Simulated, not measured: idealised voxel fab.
Process module name: voxel capacitor over wiring
Pictured: cross-section cut, 160 nm wide, on a grid of 5 nm square cells.
Just so we're on the same page, the cross-sections are grids of square cells, and they're listed out in bands top to bottom, each band one or more rows deep.
Per band: top height and bottom height in nm, followed by the left-to-right materials and their widths in nm; "edge to edge" marks a single material spanning edge to edge, "air" marks empty space.
Beneath 0, the wafer as received is one material, and that level is where height counting begins. The lowest band goes on downward without a bottom; it is written like "0..down".
Width "30 to 40": first value at the band's top row of cells, second value at its bottom row, equal change from row to row.
For the purposes of this document, the phrase "no change occurred" attached to a step denotes that no cell within the cross-section was modified by that step.
What "Closed internal voids" gives you is every empty space of 8 cells or more that is cut off from the top. Each appears as width x height at distance, with the distance taken from the left edge and width, height and distance all in nm.
Note: text after step settings on the step line = simulator remark on that step.
overlay nm: how far to the right of its planned place the mask lay on this masked step (negative: to the left).

[Process steps foreseen in the plan]
1: op RECEIVE | material Si
2: op CONFORMAL_DEP | material SiO2 | thk nm 10
3: op CONFORMAL_DEP | material SiCN | thk nm 5
4: op DIRECTIONAL_DEP | material lowk | thk nm 15
5: op PATTERN | tone open | mask id METAL_1 | material resist | width nm 20 | pitch nm 85 | thk nm 20 | overlay nm 0
6: op DIRECTIONAL_ETCH | etch materials lowk | depth nm 15
7: op DIRECTIONAL_ETCH | etch materials SiCN | depth nm 5
8: op STRIP | etch materials resist
9: op CONFORMAL_DEP | material TiN | thk nm 5
10: op FILL_DEP | material Cu | thk nm 5
11: op CMP | height nm 30
12: op EPI | material Ru | thk nm 5
13: op FILL_DEP | material SiCN | thk nm 5
14: op DIRECTIONAL_DEP | material lowk | thk nm 10
15: op PATTERN | tone open | mask id PLUG_1 | material resist | width nm 15 | thk nm 15 | overlay nm 0
16: op DIRECTIONAL_ETCH | etch materials lowk | depth nm 10
17: op DIRECTIONAL_ETCH | etch materials SiCN | depth nm 5
18: op STRIP | etch materials resist
19: op EPI | material Ru | thk nm 10
20: op EPI | material Ru | thk nm 5
21: op DIRECTIONAL_DEP | material TiN | thk nm 10
22: op DIRECTIONAL_DEP | material SiN | thk nm 5
23: op DIRECTIONAL_DEP | material TiN | thk nm 5
24: op MASKED_ETCH | tone cover | mask id UPPER_PLATE | width nm 70 | etch materials TiN | depth nm 5 | overlay nm 0
25: op MASKED_ETCH | tone cover | mask id UPPER_PLATE | width nm 70 | etch materials SiN | depth nm 5 | overlay nm 0
26: op PATTERN | tone cover | mask id LOWER_PLATE | material resist | width nm 80 | thk nm 15 | overlay nm 0
27: op DIRECTIONAL_ETCH | etch materials TiN | depth nm 10
28: op STRIP | etch materials resist
29: op FILL_DEP | material SiO2 | thk nm 15
30: op CMP | height nm 80
31: op MASKED_ETCH | tone open | mask id PLUG_2 | width nm 15 | etch materials SiO2 | depth nm 10 | overlay nm 0
32: op CONFORMAL_DEP | material TiN | thk nm 5
33: op FILL_DEP | material W | thk nm 10
34: op CMP | height nm 80
35: op CONFORMAL_DEP | material SiN | thk nm 5

[Wafer as received: cross-section following step 1]
- 0..down: Si edge to edge
- Closed internal voids: none

[Cross-section at module end, one run error; start and plan unchanged from above]
- 85..80: SiN edge to edge
- 80..75: SiO2 (40) | TiN (5) | W (5) | TiN (5) | SiO2 (105)
- 75..65: SiO2 (40 to 30) | TiN (15 to 70) | SiO2 (105 to 60)
- 65..60: Cu edge to edge
- 60..50: TiN edge to edge
- 50..40: lowk (30) | Ru (15) | lowk (115)
- 40..35: SiCN (30) | Ru (15) | SiCN (115)
- 35..30: SiCN (20) | Ru (30) | SiCN (55) | Ru (30) | SiCN (25)
- 30..15: lowk (25) | TiN (5) | Cu (10) | TiN (5) | lowk (65) | TiN (5) | Cu (10) | TiN (5) | lowk (30)
- 15..10: SiCN (25) | TiN (20) | SiCN (65) | TiN (20) | SiCN (30)
- 10..0: SiO2 edge to edge
- 0..down: Si edge to edge
- Closed internal voids: none
Deviation noted in wafer processing: step 22 went in with a setting other than planned; the actual run was op DIRECTIONAL_DEP | material Cu | thk nm 5
